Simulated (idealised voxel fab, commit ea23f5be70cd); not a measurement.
A process module follows: voxel capacitor over wiring.
The cross-section shown here is cut; it is 200 nm wide and divided into square cells measuring 5 nm on a side.
Cross-sections here: square-cell grids, written as top-down lists of bands, a band being one or more rows of cells.
Quick guide to a band line: top height, bottom height (nm) up front; then every material left to right with its width in nm. Only one material and it's marked "everywhere"? Then it fills the band edge to edge. And "blank" just means empty space.
Heights from 0 (as-received wafer is one material below). Bottom band endless downward, as "0 -> down".
The width entry "30->40" should be interpreted row by row: the top row of cells in the band takes the first number, the bottom row takes the second number, and the change between adjacent rows is uniform throughout.
A step reported as "stayed the same" is a step in which no cell of the cross-section changed.
"Voids lacking openings": sealed empty spaces, 8 cells or more, no open way to top, listed width x height at distance, with distance from the left edge and width, height and distance in nm.
It should be noted that, on the line of a given step, the content following the step's settings is a remark produced by the simulator itself with respect to that step.
overlay nm: how far to the right of its planned place the mask lay on this masked step (negative: to the left).
So the way this works: pairs, before and after one process step. The after picture only goes down to the lowest band that actually changed, nothing below. Step and its settings are under each pair. And watch out, pairs might come from different runs of this module, same starting wafer though, so a pair only follows on from the one above if its "Pre-step snapshot" entry tells you so.
Pre-step snapshot:
* 0 -> down  Si everywhere
* Voids lacking openings: none
Structure After Step:
* 15 -> 0  SiO2 everywhere
* No changes below 0.
* Voids lacking openings: none
The process step separating the two cross-sections depicted above is as follows: op CONFORMAL_DEP | material SiO2 | thk nm 15
Pre-step snapshot: = after-state of the pair above.
Structure After Step:
* 20 -> 15  SiCN everywhere
* No changes below 15.
* Voids lacking openings: none
The process step separating the two cross-sections depicted above is as follows: op CONFORMAL_DEP | material SiCN | thk nm 5
Pre-step snapshot: = after-state of the pair above.
Structure After Step:
* 40 -> 20  SiO2 everywhere
* No changes below 20.
* Voids lacking openings: none
The process step separating the two cross-sections depicted above is as follows: op DIRECTIONAL_DEP | material SiO2 | thk nm 20
Pre-step snapshot: = after-state of the pair above.
Structure After Step:
* 55 -> 40  aC everywhere
* No changes below 40.
* Voids lacking openings: none
The process step separating the two cross-sections depicted above is as follows: op DIRECTIONAL_DEP | material aC | thk nm 15
Pre-step snapshot: = after-state of the pair above.
Structure After Step:
* 90 -> 55  resist=40 / blank=25 / resist=65 / blank=25 / resist=45
* No changes below 55.
* Voids lacking openings: none
The process step separating the two cross-sections depicted above is as follows: op PATTERN | tone open | mask id METAL_1 | material resist | width nm 25 | pitch nm 90 | thk nm 35 | overlay nm 0
Pre-step snapshot: = after-state of the pair above.
Structure After Step:
* 75 -> 55  resist=40 / blank=25 / resist=65 / blank=25 / resist=45
* 55 -> 40  aC=40 / blank=25 / aC=65 / blank=25 / aC=45
* No changes below 40.
* Voids lacking openings: none
The process step separating the two cross-sections depicted above is as follows: op DIRECTIONAL_ETCH | etch materials aC | depth nm 15
Pre-step snapshot: = after-state of the pair above.
Structure After Step:
* 55 -> 40  aC=40 / blank=25 / aC=65 / blank=25 / aC=45
* No changes below 40.
* Voids lacking openings: none
The process step separating the two cross-sections depicted above is as follows: op STRIP | etch materials resist
Pre-step snapshot: = after-state of the pair above.
Structure After Step:
* 55 -> 40  aC=40 / blank=25 / aC=65 / blank=25 / aC=45
* 40 -> 20  SiO2=40 / blank=25 / SiO2=65 / blank=25 / SiO2=45
* No changes below 20.
* Voids lacking openings: none
The process step separating the two cross-sections depicted above is as follows: op DIRECTIONAL_ETCH | etch materials SiO2 | depth nm 20
Pre-step snapshot: = after-state of the pair above.
Structure After Step:
* 55 -> 40  aC=40 / blank=25 / aC=65 / blank=25 / aC=45
* 40 -> 20  SiO2=40 / blank=25 / SiO2=65 / blank=25 / SiO2=45
* 20 -> 15  SiCN=40 / blank=25 / SiCN=65 / blank=25 / SiCN=45
* No changes below 15.
* Voids lacking openings: none
The process step separating the two cross-sections depicted above is as follows: op DIRECTIONAL_ETCH | etch materials SiCN | depth nm 5
Pre-step snapshot: = after-state of the pair above.
Structure After Step:
* 40 -> 20  SiO2=40 / blank=25 / SiO2=65 / blank=25 / SiO2=45
* No changes below 20.
* Voids lacking openings: none
The process step separating the two cross-sections depicted above is as follows: op STRIP | etch materials aC
Pre-step snapshot: = after-state of the pair above.
Structure After Step:
* 45 -> 40  TiN=45 / blank=15 / TiN=75 / blank=15 / TiN=50
* 40 -> 20  SiO2=40 / TiN=5 / blank=15 / TiN=5 / SiO2=65 / TiN=5 / blank=15 / TiN=5 / SiO2=45
* 20 -> 15  SiCN=40 / TiN=25 / SiCN=65 / TiN=25 / SiCN=45
* No changes below 15.
* Voids lacking openings: none
The process step separating the two cross-sections depicted above is as follows: op CONFORMAL_DEP | material TiN | thk nm 5
Pre-step snapshot: = after-state of the pair above.
Structure After Step:
* 55 -> 45  Cu everywhere
* 45 -> 40  TiN=45 / Cu=15 / TiN=75 / Cu=15 / TiN=50
* 40 -> 20  SiO2=40 / TiN=5 / Cu=15 / TiN=5 / SiO2=65 / TiN=5 / Cu=15 / TiN=5 / SiO2=45
* No changes below 20.
* Voids lacking openings: none
The process step separating the two cross-sections depicted above is as follows: op FILL_DEP | material Cu | thk nm 10
Pre-step snapshot: = after-state of the pair above.
Structure After Step:
* 40 -> 20  SiO2=40 / TiN=5 / Cu=15 / TiN=5 / SiO2=65 / TiN=5 / Cu=15 / TiN=5 / SiO2=45
* No changes below 20.
* Voids lacking openings: none
The process step separating the two cross-sections depicted above is as follows: op CMP | height nm 40
Pre-step snapshot: = after-state of the pair above.
Structure After Step:
* 45 -> 40  blank=35 / Ru=35 / blank=55 / Ru=35 / blank=40
* No changes below 40.
* Voids lacking openings: none
The process step separating the two cross-sections depicted above is as follows: op EPI | material Ru | thk nm 5
Pre-step snapshot: = after-state of the pair above.
Structure After Step:
* 50 -> 45  SiCN everywhere
* 45 -> 40  SiCN=35 / Ru=35 / SiCN=55 / Ru=35 / SiCN=40
* No changes below 40.
* Voids lacking openings: none
The process step separating the two cross-sections depicted above is as follows: op FILL_DEP | material SiCN | thk nm 5
Pre-step snapshot: = after-state of the pair above.
Structure After Step:
* 60 -> 50  lowk everywhere
* No changes below 50.
* Voids lacking openings: none
The process step separating the two cross-sections depicted above is as follows: op DIRECTIONAL_DEP | material lowk | thk nm 10
Pre-step snapshot: = after-state of the pair above.
Structure After Step:
* 80 -> 60  resist=50 / blank=15 / resist=135
* No changes below 60.
* Voids lacking openings: none
The process step separating the two cross-sections depicted above is as follows: op PATTERN | tone open | mask id PLUG_1 | material resist | width nm 15 | thk nm 20 | overlay nm 0
Pre-step snapshot: = after-state of the pair above.
Structure After Step:
* 80 -> 60  resist=50 / blank=15 / resist=135
* 60 -> 50  lowk=50 / blank=15 / lowk=135
* No changes below 50.
* Voids lacking openings: none
The process step separating the two cross-sections depicted above is as follows: op DIRECTIONAL_ETCH | etch materials lowk | depth nm 10
Pre-step snapshot: = after-state of the pair above.
Structure After Step:
* 80 -> 60  resist=50 / blank=15 / resist=135
* 60 -> 50  lowk=50 / blank=15 / lowk=135
* 50 -> 45  SiCN=50 / blank=15 / SiCN=135
* No changes below 45.
* Voids lacking openings: none
The process step separating the two cross-sections depicted above is as follows: op DIRECTIONAL_ETCH | etch materials SiCN | depth nm 5
Pre-step snapshot: = after-state of the pair above.
Structure After Step:
* 60 -> 50  lowk=50 / blank=15 / lowk=135
* No changes below 50.
* Voids lacking openings: none
The process step separating the two cross-sections depicted above is as follows: op STRIP | etch materials resist
Pre-step snapshot: = after-state of the pair above.
Structure After Step:
* 60 -> 55  lowk=50 / blank=15 / lowk=135
* 55 -> 50  lowk=50 / Ru=15 / lowk=135
* 50 -> 45  SiCN=50 / Ru=15 / SiCN=135
* No changes below 45.
* Voids lacking openings: none
The process step separating the two cross-sections depicted above is as follows: op EPI | material Ru | thk nm 10
Pre-step snapshot: = after-state of the pair above.
Structure After Step:
* 60 -> 50  lowk=50 / Ru=15 / lowk=135
* No changes below 50.
* Voids lacking openings: none
The process step separating the two cross-sections depicted above is as follows: op EPI | material Ru | thk nm 5
Pre-step snapshot: = after-state of the pair above.
Structure After Step:
* 70 -> 60  TiN everywhere
* No changes below 60.
* Voids lacking openings: none
The process step separating the two cross-sections depicted above is as follows: op DIRECTIONAL_DEP | material TiN | thk nm 10
Pre-step snapshot: = after-state of the pair above.
Structure After Step:
* 75 -> 70  HfO2 everywhere
* No changes below 70.
* Voids lacking openings: none
The process step separating the two cross-sections depicted above is as follows: op DIRECTIONAL_DEP | material HfO2 | thk nm 5
Pre-step snapshot: = after-state of the pair above.
Structure After Step:
* 80 -> 75  TiN everywhere
* No changes below 75.
* Voids lacking openings: none
The process step separating the two cross-sections depicted above is as follows: op DIRECTIONAL_DEP | material TiN | thk nm 5
Pre-step snapshot: = after-state of the pair above.
Structure After Step:
* 90 -> 80  aC everywhere
* No changes below 80.
* Voids lacking openings: none
The process step separating the two cross-sections depicted above is as follows: op DIRECTIONAL_DEP | material aC | thk nm 10
Pre-step snapshot: = after-state of the pair above.
Structure After Step:
* 115 -> 90  blank=50 / resist=70 / blank=80
* No changes below 90.
* Voids lacking openings: none
The process step separating the two cross-sections depicted above is as follows: op PATTERN | tone cover | mask id UPPER_PLATE | material resist | width nm 70 | thk nm 25 | overlay nm 0
Pre-step snapshot: = after-state of the pair above.
Structure After Step:
* 105 -> 90  blank=50 / resist=70 / blank=80
* 90 -> 80  blank=50 / aC=70 / blank=80
* No changes below 80.
* Voids lacking openings: none
The process step separating the two cross-sections depicted above is as follows: op DIRECTIONAL_ETCH | etch materials aC | depth nm 10
Pre-step snapshot: = after-state of the pair above.
Structure After Step:
* 90 -> 80  blank=50 / aC=70 / blank=80
* No changes below 80.
* Voids lacking openings: none
The process step separating the two cross-sections depicted above is as follows: op STRIP | etch materials resist
Pre-step snapshot: = after-state of the pair above.
Structure After Step:
* 90 -> 80  blank=50 / aC=70 / blank=80
* 80 -> 75  blank=50 / TiN=70 / blank=80
* No changes below 75.
* Voids lacking openings: none
The process step separating the two cross-sections depicted above is as follows: op DIRECTIONAL_ETCH | etch materials TiN | depth nm 5
Pre-step snapshot: = after-state of the pair above.
Structure After Step:
* 90 -> 80  blank=50 / aC=70 / blank=80
* 80 -> 75  blank=50 / TiN=70 / blank=80
* 75 -> 70  blank=50 / HfO2=70 / blank=80
* No changes below 70.
* Voids lacking openings: none
The process step separating the two cross-sections depicted above is as follows: op DIRECTIONAL_ETCH | etch materials HfO2 | depth nm 5
Pre-step snapshot: = after-state of the pair above.
Structure After Step:
* 80 -> 75  blank=50 / TiN=70 / blank=80
* No changes below 75.
* Voids lacking openings: none
The process step separating the two cross-sections depicted above is as follows: op STRIP | etch materials aC
Pre-step snapshot: = after-state of the pair above.
Structure After Step:
* 95 -> 80  blank=45 / resist=80 / blank=75
* 80 -> 75  blank=45 / resist=5 / TiN=70 / resist=5 / blank=75
* 75 -> 70  blank=45 / resist=5 / HfO2=70 / resist=5 / blank=75
* No changes below 70.
* Voids lacking openings: none
The process step separating the two cross-sections depicted above is as follows: op PATTERN | tone cover | mask id LOWER_PLATE | material resist | width nm 80 | thk nm 15 | overlay nm 0
Pre-step snapshot: = after-state of the pair above.
Structure After Step:
* 95 -> 80  blank=45 / resist=80 / blank=75
* 80 -> 75  blank=45 / resist=5 / TiN=70 / resist=5 / blank=75
* 75 -> 70  blank=45 / resist=5 / HfO2=70 / resist=5 / blank=75
* 70 -> 60  blank=45 / TiN=80 / blank=75
* No changes below 60.
* Voids lacking openings: none
The process step separating the two cross-sections depicted above is as follows: op DIRECTIONAL_ETCH | etch materials TiN | depth nm 10
Pre-step snapshot: = after-state of the pair above.
Structure After Step:
* 80 -> 75  blank=50 / TiN=70 / blank=80
* 75 -> 70  blank=50 / HfO2=70 / blank=80
* No changes below 70.
* Voids lacking openings: none
The process step separating the two cross-sections depicted above is as follows: op STRIP | etch materials resist
Pre-step snapshot: = after-state of the pair above.
Structure After Step:
* 100 -> 80  SiO2 everywhere
* 80 -> 75  SiO2=50 / TiN=70 / SiO2=80
* 75 -> 70  SiO2=50 / HfO2=70 / SiO2=80
* 70 -> 60  SiO2=45 / TiN=80 / SiO2=75
* No changes below 60.
* Voids lacking openings: none
The process step separating the two cross-sections depicted above is as follows: op FILL_DEP | material SiO2 | thk nm 20
Pre-step snapshot: = after-state of the pair above.
Structure After Step:
* 95 -> 80  SiO2 everywhere
* No changes below 80.
* Voids lacking openings: none
The process step separating the two cross-sections depicted above is as follows: op CMP | height nm 95
Pre-step snapshot: = after-state of the pair above.
Structure After Step:
* 110 -> 95  aC everywhere
* No changes below 95.
* Voids lacking openings: none
The process step separating the two cross-sections depicted above is as follows: op DIRECTIONAL_DEP | material aC | thk nm 15
Pre-step snapshot: = after-state of the pair above.
Structure After Step:
* 140 -> 110  resist=60 / blank=15 / resist=125
* No changes below 110.
* Voids lacking openings: none
The process step separating the two cross-sections depicted above is as follows: op PATTERN | tone open | mask id PLUG_2 | material resist | width nm 15 | thk nm 30 | overlay nm 0
Pre-step snapshot: = after-state of the pair above.
Structure After Step:
* 125 -> 110  resist=60 / blank=15 / resist=125
* 110 -> 95  aC=60 / blank=15 / aC=125
* No changes below 95.
* Voids lacking openings: none
The process step separating the two cross-sections depicted above is as follows: op DIRECTIONAL_ETCH | etch materials aC | depth nm 15
Pre-step snapshot: = after-state of the pair above.
Structure After Step:
* 110 -> 95  aC=60 / blank=15 / aC=125
* No changes below 95.
* Voids lacking openings: none
The process step separating the two cross-sections depicted above is as follows: op STRIP | etch materials resist
Pre-step snapshot: = after-state of the pair above.
Structure After Step:
* 110 -> 95  aC=60 / blank=15 / aC=125
* 95 -> 80  SiO2=60 / blank=15 / SiO2=125
* No changes below 80.
* Voids lacking openings: none
The process step separating the two cross-sections depicted above is as follows: op DIRECTIONAL_ETCH | etch materials SiO2 | depth nm 15
Pre-step snapshot: = after-state of the pair above.
Structure After Step:
* 95 -> 80  SiO2=60 / blank=15 / SiO2=125
* No changes below 80.
* Voids lacking openings: none
The process step separating the two cross-sections depicted above is as follows: op STRIP | etch materials aC
Pre-step snapshot: = after-state of the pair above.
Structure After Step:
* 100 -> 95  TiN=65 / blank=5 / TiN=130
* 95 -> 85  SiO2=60 / TiN=5 / blank=5 / TiN=5 / SiO2=125
* 85 -> 75  SiO2=60->50 / TiN=15->70 / SiO2=125->80
* No changes below 75.
* Voids lacking openings: none
The process step separating the two cross-sections depicted above is as follows: op CONFORMAL_DEP | material TiN | thk nm 5
Pre-step snapshot: = after-state of the pair above.
Structure After Step:
* 105 -> 100  Ru everywhere
* 100 -> 95  TiN=65 / Ru=5 / TiN=130
* 95 -> 85  SiO2=60 / TiN=5 / Ru=5 / TiN=5 / SiO2=125
* No changes below 85.
* Voids lacking openings: none
The process step separating the two cross-sections depicted above is as follows: op FILL_DEP | material Ru | thk nm 5
Pre-step snapshot: = after-state of the pair above.
Structure After Step:
* 95 -> 85  SiO2=60 / TiN=5 / Ru=5 / TiN=5 / SiO2=125
* No changes below 85.
* Voids lacking openings: none
The process step separating the two cross-sections depicted above is as follows: op CMP | height nm 95
Pre-step snapshot: = after-state of the pair above.
Structure After Step:
* 100 -> 95  SiCN everywhere
* No changes below 95.
* Voids lacking openings: none
The process step separating the two cross-sections depicted above is as follows: op CONFORMAL_DEP | material SiCN | thk nm 5
Pre-step snapshot:
* 60 -> 50  lowk everywhere
* 50 -> 45  SiCN everywhere
* 45 -> 40  SiCN=35 / Ru=35 / SiCN=55 / Ru=35 / SiCN=40
* 40 -> 20  SiO2=40 / TiN=5 / Cu=15 / TiN=5 / SiO2=65 / TiN=5 / Cu=15 / TiN=5 / SiO2=45
* 20 -> 15  SiCN=40 / TiN=25 / SiCN=65 / TiN=25 / SiCN=45
* 15 -> 0  SiO2 everywhere
* 0 -> down  Si everywhere
* Voids lacking openings: none
Structure After Step:
* 50 -> 45  SiCN everywhere
* No changes below 45.
* Voids lacking openings: none
The process step separating the two cross-sections depicted above is as follows: op DIRECTIONAL_ETCH | etch materials lowk | depth nm 10
Pre-step snapshot: = after-state of the pair above.
Structure After Step:
* 45 -> 40  SiCN=35 / Ru=35 / SiCN=55 / Ru=35 / SiCN=40
* No changes below 40.
* Voids lacking openings: none
The process step separating the two cross-sections depicted above is as follows: op DIRECTIONAL_ETCH | etch materials SiCN | depth nm 5
Pre-step snapshot: = after-state of the pair above.
Structure After Step:
* 55 -> 45  blank=25 / Ru=55 / blank=35 / Ru=55 / blank=30
* No changes below 45.
* Voids lacking openings: none
The process step separating the two cross-sections depicted above is as follows: op EPI | material Ru | thk nm 10
Pre-step snapshot: = after-state of the pair above.
Structure After Step:
* 60 -> 45  blank=20 / Ru=65 / blank=25 / Ru=65 / blank=25
* No changes below 45.
* Voids lacking openings: none
The process step separating the two cross-sections depicted above is as follows: op EPI | material Ru | thk nm 5
Pre-step snapshot: = after-state of the pair above.
Structure After Step:
* 70 -> 60  blank=20 / TiN=65 / blank=25 / TiN=65 / blank=25
* 60 -> 55  blank=20 / Ru=65 / blank=25 / Ru=65 / blank=25
* 55 -> 45  TiN=20 / Ru=65 / TiN=25 / Ru=65 / TiN=25
* No changes below 45.
* Voids lacking openings: none
The process step separating the two cross-sections depicted above is as follows: op DIRECTIONAL_DEP | material TiN | thk nm 10
Pre-step snapshot: = after-state of the pair above.
Structure After Step:
* 75 -> 70  blank=20 / HfO2=65 / blank=25 / HfO2=65 / blank=25
* 70 -> 60  blank=20 / TiN=65 / blank=25 / TiN=65 / blank=25
* 60 -> 55  HfO2=20 / Ru=65 / HfO2=25 / Ru=65 / HfO2=25
* No changes below 55.
* Voids lacking openings: none
The process step separating the two cross-sections depicted above is as follows: op DIRECTIONAL_DEP | material HfO2 | thk nm 5
Pre-step snapshot: = after-state of the pair above.
Structure After Step:
* 80 -> 75  blank=20 / TiN=65 / blank=25 / TiN=65 / blank=25
* 75 -> 70  blank=20 / HfO2=65 / blank=25 / HfO2=65 / blank=25
* 70 -> 65  blank=20 / TiN=65 / blank=25 / TiN=65 / blank=25
* 65 -> 60  TiN everywhere
* No changes below 60.
* Voids lacking openings: none
The process step separating the two cross-sections depicted above is as follows: op DIRECTIONAL_DEP | material TiN | thk nm 5
Pre-step snapshot: = after-state of the pair above.
Structure After Step:
* 90 -> 80  blank=20 / aC=65 / blank=25 / aC=65 / blank=25
* 80 -> 75  blank=20 / TiN=65 / blank=25 / TiN=65 / blank=25
* 75 -> 70  aC=20 / HfO2=65 / aC=25 / HfO2=65 / aC=25
* 70 -> 65  aC=20 / TiN=65 / aC=25 / TiN=65 / aC=25
* No changes below 65.
* Voids lacking openings: none
The process step separating the two cross-sections depicted above is as follows: op DIRECTIONAL_DEP | material aC | thk nm 10
Pre-step snapshot: = after-state of the pair above.
Structure After Step:
* 115 -> 90  blank=50 / resist=70 / blank=80
* 90 -> 80  blank=20 / aC=65 / resist=25 / aC=65 / blank=25
* 80 -> 75  blank=20 / TiN=65 / resist=25 / TiN=65 / blank=25
* No changes below 75.
* Voids lacking openings: none
The process step separating the two cross-sections depicted above is as follows: op PATTERN | tone cover | mask id UPPER_PLATE | material resist | width nm 70 | thk nm 25 | overlay nm 0
Pre-step snapshot: = after-state of the pair above.
Structure After Step:
* 105 -> 90  blank=50 / resist=70 / blank=80
* 90 -> 80  blank=50 / aC=35 / resist=25 / aC=10 / blank=80
* 80 -> 75  blank=20 / TiN=65 / resist=25 / TiN=65 / blank=25
* 75 -> 70  blank=20 / HfO2=65 / aC=25 / HfO2=65 / blank=25
* 70 -> 65  blank=20 / TiN=65 / aC=25 / TiN=65 / blank=25
* No changes below 65.
* Voids lacking openings: none
The process step separating the two cross-sections depicted above is as follows: op DIRECTIONAL_ETCH | etch materials aC | depth nm 10
Pre-step snapshot: = after-state of the pair above.
Structure After Step:
* 90 -> 80  blank=50 / aC=35 / blank=25 / aC=10 / blank=80
* 80 -> 75  blank=20 / TiN=65 / blank=25 / TiN=65 / blank=25
* No changes below 75.
* Voids lacking openings: none
The process step separating the two cross-sections depicted above is as follows: op STRIP | etch materials resist
Pre-step snapshot: = after-state of the pair above.
Structure After Step:
* 90 -> 80  blank=50 / aC=35 / blank=25 / aC=10 / blank=80
* 80 -> 75  blank=50 / TiN=35 / blank=25 / TiN=10 / blank=80
* 75 -> 70  blank=20 / HfO2=65 / aC=25 / HfO2=65 / blank=25
* 70 -> 65  blank=20 / TiN=65 / aC=25 / TiN=65 / blank=25
* 65 -> 60  blank=20 / TiN=155 / blank=25
* No changes below 60.
* Voids lacking openings: none
The process step separating the two cross-sections depicted above is as follows: op DIRECTIONAL_ETCH | etch materials TiN | depth nm 5
Pre-step snapshot: = after-state of the pair above.
Structure After Step:
* 90 -> 80  blank=50 / aC=35 / blank=25 / aC=10 / blank=80
* 80 -> 75  blank=50 / TiN=35 / blank=25 / TiN=10 / blank=80
* 75 -> 70  blank=50 / HfO2=35 / aC=25 / HfO2=10 / blank=80
* 70 -> 65  blank=20 / TiN=65 / aC=25 / TiN=65 / blank=25
* 65 -> 60  blank=20 / TiN=155 / blank=25
* 60 -> 55  blank=20 / Ru=65 / HfO2=25 / Ru=65 / blank=25
* No changes below 55.
* Voids lacking openings: none
The process step separating the two cross-sections depicted above is as follows: op DIRECTIONAL_ETCH | etch materials HfO2 | depth nm 5
Pre-step snapshot: = after-state of the pair above.
Structure After Step:
* 80 -> 75  blank=50 / TiN=35 / blank=25 / TiN=10 / blank=80
* 75 -> 70  blank=50 / HfO2=35 / blank=25 / HfO2=10 / blank=80
* 70 -> 65  blank=20 / TiN=65 / blank=25 / TiN=65 / blank=25
* No changes below 65.
* Voids lacking openings: none
The process step separating the two cross-sections depicted above is as follows: op STRIP | etch materials aC
Pre-step snapshot: = after-state of the pair above.
Structure After Step:
* 95 -> 80  blank=45 / resist=80 / blank=75
* 80 -> 75  blank=45 / resist=5 / TiN=35 / resist=25 / TiN=10 / resist=5 / blank=75
* 75 -> 70  blank=45 / resist=5 / HfO2=35 / resist=25 / HfO2=10 / resist=5 / blank=75
* 70 -> 65  blank=20 / TiN=65 / resist=25 / TiN=65 / blank=25
* No changes below 65.
* Voids lacking openings: none
The process step separating the two cross-sections depicted above is as follows: op PATTERN | tone cover | mask id LOWER_PLATE | material resist | width nm 80 | thk nm 15 | overlay nm 0
Pre-step snapshot: = after-state of the pair above.
Structure After Step:
* 95 -> 80  blank=45 / resist=80 / blank=75
* 80 -> 75  blank=45 / resist=5 / TiN=35 / resist=25 / TiN=10 / resist=5 / blank=75
* 75 -> 70  blank=45 / resist=5 / HfO2=35 / resist=25 / HfO2=10 / resist=5 / blank=75
* 70 -> 65  blank=45 / TiN=40 / resist=25 / TiN=15 / blank=75
* 65 -> 60  blank=45 / TiN=80 / blank=75
* 60 -> 55  blank=20 / Ru=65 / HfO2=25 / Ru=65 / blank=25
* 55 -> 45  blank=20 / Ru=65 / TiN=25 / Ru=65 / blank=25
* No changes below 45.
* Voids lacking openings: none
The process step separating the two cross-sections depicted above is as follows: op DIRECTIONAL_ETCH | etch materials TiN | depth nm 10
Pre-step snapshot: = after-state of the pair above.
Structure After Step:
* 80 -> 75  blank=50 / TiN=35 / blank=25 / TiN=10 / blank=80
* 75 -> 70  blank=50 / HfO2=35 / blank=25 / HfO2=10 / blank=80
* 70 -> 65  blank=45 / TiN=40 / blank=25 / TiN=15 / blank=75
* No changes below 65.
* Voids lacking openings: none
The process step separating the two cross-sections depicted above is as follows: op STRIP | etch materials resist
Pre-step snapshot: = after-state of the pair above.
Structure After Step:
* 100 -> 80  SiO2 everywhere
* 80 -> 75  SiO2=50 / TiN=35 / SiO2=25 / TiN=10 / SiO2=80
* 75 -> 70  SiO2=50 / HfO2=35 / SiO2=25 / HfO2=10 / SiO2=80
* 70 -> 65  SiO2=45 / TiN=40 / SiO2=25 / TiN=15 / SiO2=75
* 65 -> 60  SiO2=45 / TiN=80 / SiO2=75
* 60 -> 55  SiO2=20 / Ru=65 / HfO2=25 / Ru=65 / SiO2=25
* 55 -> 45  SiO2=20 / Ru=65 / TiN=25 / Ru=65 / SiO2=25
* No changes below 45.
* Voids lacking openings: none
The process step separating the two cross-sections depicted above is as follows: op FILL_DEP | material SiO2 | thk nm 20
Pre-step snapshot: = after-state of the pair above.
Structure After Step:
* 95 -> 80  SiO2 everywhere
* No changes below 80.
* Voids lacking openings: none
The process step separating the two cross-sections depicted above is as follows: op CMP | height nm 95
Pre-step snapshot: = after-state of the pair above.
Structure After Step:
* 110 -> 95  aC everywhere
* No changes below 95.
* Voids lacking openings: none
The process step separating the two cross-sections depicted above is as follows: op DIRECTIONAL_DEP | material aC | thk nm 15
Pre-step snapshot: = after-state of the pair above.
Structure After Step:
* 140 -> 110  resist=60 / blank=15 / resist=125
* No changes below 110.
* Voids lacking openings: none
The process step separating the two cross-sections depicted above is as follows: op PATTERN | tone open | mask id PLUG_2 | material resist | width nm 15 | thk nm 30 | overlay nm 0
Pre-step snapshot: = after-state of the pair above.
Structure After Step:
* 125 -> 110  resist=60 / blank=15 / resist=125
* 110 -> 95  aC=60 / blank=15 / aC=125
* No changes below 95.
* Voids lacking openings: none
The process step separating the two cross-sections depicted above is as follows: op DIRECTIONAL_ETCH | etch materials aC | depth nm 15
Pre-step snapshot: = after-state of the pair above.
Structure After Step:
* 110 -> 95  aC=60 / blank=15 / aC=125
* No changes below 95.
* Voids lacking openings: none
The process step separating the two cross-sections depicted above is as follows: op STRIP | etch materials resist
Pre-step snapshot: = after-state of the pair above.
Structure After Step:
* 110 -> 95  aC=60 / blank=15 / aC=125
* 95 -> 80  SiO2=60 / blank=15 / SiO2=125
* No changes below 80.
* Voids lacking openings: none
The process step separating the two cross-sections depicted above is as follows: op DIRECTIONAL_ETCH | etch materials SiO2 | depth nm 15
Pre-step snapshot: = after-state of the pair above.
Structure After Step:
* 95 -> 80  SiO2=60 / blank=15 / SiO2=125
* No changes below 80.
* Voids lacking openings: none
The process step separating the two cross-sections depicted above is as follows: op STRIP | etch materials aC
Pre-step snapshot: = after-state of the pair above.
Structure After Step:
* 100 -> 95  TiN=65 / blank=5 / TiN=130
* 95 -> 85  SiO2=60 / TiN=5 / blank=5 / TiN=5 / SiO2=125
* 85 -> 80  SiO2=60 / TiN=15 / SiO2=125
* No changes below 80.
* Voids lacking openings: none
The process step separating the two cross-sections depicted above is as follows: op CONFORMAL_DEP | material TiN | thk nm 5
Pre-step snapshot: = after-state of the pair above.
Structure After Step:
* 105 -> 100  Ru everywhere
* 100 -> 95  TiN=65 / Ru=5 / TiN=130
* 95 -> 85  SiO2=60 / TiN=5 / Ru=5 / TiN=5 / SiO2=125
* No changes below 85.
* Voids lacking openings: none
The process step separating the two cross-sections depicted above is as follows: op FILL_DEP | material Ru | thk nm 5
Pre-step snapshot: = after-state of the pair above.
Structure After Step:
* 95 -> 85  SiO2=60 / TiN=5 / Ru=5 / TiN=5 / SiO2=125
* No changes below 85.
* Voids lacking openings: none
The process step separating the two cross-sections depicted above is as follows: op CMP | height nm 95
Pre-step snapshot: = after-state of the pair above.
Structure After Step:
* 100 -> 95  SiCN everywhere
* No changes below 95.
* Voids lacking openings: none
The process step separating the two cross-sections depicted above is as follows: op CONFORMAL_DEP | material SiCN | thk nm 5
Pre-step snapshot:
* 60 -> 55  lowk=50 / blank=15 / lowk=135
* 55 -> 50  lowk=50 / Ru=15 / lowk=135
* 50 -> 45  SiCN=50 / Ru=15 / SiCN=135
* 45 -> 40  SiCN=35 / Ru=35 / SiCN=55 / Ru=35 / SiCN=40
* 40 -> 20  SiO2=40 / TiN=5 / Cu=15 / TiN=5 / SiO2=65 / TiN=5 / Cu=15 / TiN=5 / SiO2=45
* 20 -> 15  SiCN=40 / TiN=25 / SiCN=65 / TiN=25 / SiCN=45
* 15 -> 0  SiO2 everywhere
* 0 -> down  Si everywhere
* Voids lacking openings: none
Structure After Step:
* 65 -> 60  blank=45 / Ru=25 / blank=130
* 60 -> 50  lowk=50 / Ru=15 / lowk=135
* No changes below 50.
* Voids lacking openings: none
The process step separating the two cross-sections depicted above is as follows: op EPI | material Ru | thk nm 10
Pre-step snapshot: = after-state of the pair above.
Structure After Step:
* 70 -> 60  blank=40 / Ru=35 / blank=125
* No changes below 60.
* Voids lacking openings: none
The process step separating the two cross-sections depicted above is as follows: op EPI | material Ru | thk nm 5
Pre-step snapshot: = after-state of the pair above.
Structure After Step:
* 80 -> 70  blank=40 / TiN=35 / blank=125
* 70 -> 60  TiN=40 / Ru=35 / TiN=125
* No changes below 60.
* Voids lacking openings: none
The process step separating the two cross-sections depicted above is as follows: op DIRECTIONAL_DEP | material TiN | thk nm 10
Pre-step snapshot: = after-state of the pair above.
Structure After Step:
* 85 -> 80  blank=40 / HfO2=35 / blank=125
* 80 -> 75  blank=40 / TiN=35 / blank=125
* 75 -> 70  HfO2=40 / TiN=35 / HfO2=125
* No changes below 70.
* Voids lacking openings: none
The process step separating the two cross-sections depicted above is as follows: op DIRECTIONAL_DEP | material HfO2 | thk nm 5
Pre-step snapshot: = after-state of the pair above.
Structure After Step:
* 90 -> 85  blank=40 / TiN=35 / blank=125
* 85 -> 80  blank=40 / HfO2=35 / blank=125
* 80 -> 75  TiN everywhere
* No changes below 75.
* Voids lacking openings: none
The process step separating the two cross-sections depicted above is as follows: op DIRECTIONAL_DEP | material TiN | thk nm 5
Pre-step snapshot: = after-state of the pair above.
Structure After Step:
* 100 -> 90  blank=40 / aC=35 / blank=125
* 90 -> 85  aC=40 / TiN=35 / aC=125
* 85 -> 80  aC=40 / HfO2=35 / aC=125
* No changes below 80.
* Voids lacking openings: none
The process step separating the two cross-sections depicted above is as follows: op DIRECTIONAL_DEP | material aC | thk nm 10
Pre-step snapshot: = after-state of the pair above.
Structure After Step:
* 125 -> 100  blank=50 / resist=70 / blank=80
* 100 -> 90  blank=40 / aC=35 / resist=45 / blank=80
* No changes below 90.
* Voids lacking openings: none
The process step separating the two cross-sections depicted above is as follows: op PATTERN | tone cover | mask id UPPER_PLATE | material resist | width nm 70 | thk nm 25 | overlay nm 0
Pre-step snapshot: = after-state of the pair above.
Structure After Step:
* 115 -> 100  blank=50 / resist=70 / blank=80
* 100 -> 90  blank=50 / aC=25 / resist=45 / blank=80
* 90 -> 85  blank=40 / TiN=35 / aC=45 / blank=80
* 85 -> 80  blank=40 / HfO2=35 / aC=45 / blank=80
* No changes below 80.
* Voids lacking openings: none
The process step separating the two cross-sections depicted above is as follows: op DIRECTIONAL_ETCH | etch materials aC | depth nm 10
